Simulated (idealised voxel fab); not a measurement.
Process module heading - voxel self aligned contacts
Cross-sectional view cut (width: 260 nm; square cell size: 5 nm).
A cross-section is a grid of square cells, given in bands from the top down. A band is one or more rows of cells. Top, bottom (nm), then materials left to right with widths (nm); lone material tagged "full width" fills the whole band edge to edge; "air" = empty space. Heights are reckoned from 0. Under this level, the received wafer is all of one material. The bottommost band is open-ended downward, for example "0 -> down". A two-number width, for instance "30 to 40", indicates that the width is equal to the first number in the top row of the band and to the second number in the bottom row, and that it changes by a constant amount per row of cells. You'll sometimes find "no alteration" written for a step, and that's the way of saying that nowhere in the cross-section did a cell change during that step. "Completely enclosed voids" means: voids of 8 cells or more that are shut off from the top with no open way through. Written width x height at distance, distance from the left edge, in nm. Step line, after settings: the simulator's comment on this step. "overlay nm", when on a step's line for a step with a mask, measures how far to the right of its planned place the mask lay; a negative measure means to the left.
So here's the lineup of process steps we planned
| 1 | RECEIVE, material Si |
| 2 | OXIDIZE, depth nm 5 |
| 3 | DIRECTIONAL_DEP, material polySi, thk nm 20 |
| 4 | DIRECTIONAL_DEP, material SiN, thk nm 20 |
| 5 | PATTERN, tone cover, mask id GATE, material resist, width nm 35, pitch nm 60, thk nm 15, overlay nm 0 |
| 6 | DIRECTIONAL_ETCH, etch materials SiN, depth nm 20 |
| 7 | DIRECTIONAL_ETCH, etch materials polySi, depth nm 20 |
| 8 | STRIP, etch materials resist |
| 9 | CONFORMAL_DEP, material SiN, thk nm 5 |
| 10 | DIRECTIONAL_ETCH, etch materials SiN, depth nm 5 |
| 11 | FILL_DEP, material SiO2, thk nm 15 |
| 12 | CMP, height nm 45 |
| 13 | PATTERN, tone open, mask id CONTACT, material resist, width nm 45, thk nm 15, overlay nm 0 |
| 14 | DIRECTIONAL_ETCH, etch materials SiO2, depth nm 50 |
| 15 | STRIP, etch materials resist |
| 16 | CONFORMAL_DEP, material TiN, thk nm 5 |
| 17 | FILL_DEP, material Ru, thk nm 5 |
| 18 | CMP, height nm 45 |
| 19 | CONFORMAL_DEP, material SiCN, thk nm 5 |
Cross-section: wafer on arrival = after step 1
    0 -> down = Si full width
    Completely enclosed voids: none
End-of-module XS, first of two wafers, run as planned
    50 -> 45 = SiCN full width
    45 -> 40 = 105 SiO2; 20 TiN; 5 Ru; 20 TiN; 110 SiO2
    40 -> 20 = 75 SiO2; 45 SiN; 5 TiN; 5 Ru; 5 TiN; 45 SiN; 80 SiO2
    20 -> 0 = 75 SiO2; 5 SiN; 35 polySi; 5 SiN; 5 TiN; 5 Ru; 5 TiN; 5 SiN; 35 polySi; 5 SiN; 80 SiO2
    0 -> -5 = 120 SiO2; 15 TiN; 125 SiO2
    -5 -> down = Si full width
    Completely enclosed voids: none
End-of-module cross-section of the second wafer: identical starting point and process plan to the first, with one processing mistake
    50 -> 45 = SiCN full width
    45 -> 40 = 105 SiO2; 45 TiN; 110 SiO2
    40 -> 20 = 85 SiN; 20 SiO2; 5 TiN; 35 SiN; 5 TiN; 20 SiO2; 90 SiN
    20 -> 0 = 80 polySi; 5 SiN; 20 SiO2; 5 TiN; 5 SiN; 25 polySi; 5 SiN; 5 TiN; 20 SiO2; 5 SiN; 85 polySi
    0 -> -5 = 105 SiO2; 5 TiN; 35 SiO2; 5 TiN; 110 SiO2
    -5 -> down = Si full width
    Completely enclosed voids: none
What was done differently from what was planned? step 5: run off-plan, actual operation and settings PATTERN, tone open, mask id GATE, material resist, width nm 35, pitch nm 60, thk nm 15, overlay nm 0
Count the cells at the end and the second wafer has more or fewer of some materials than the first: -9 Ru; +96 SiN; -183 SiO2; +96 polySi
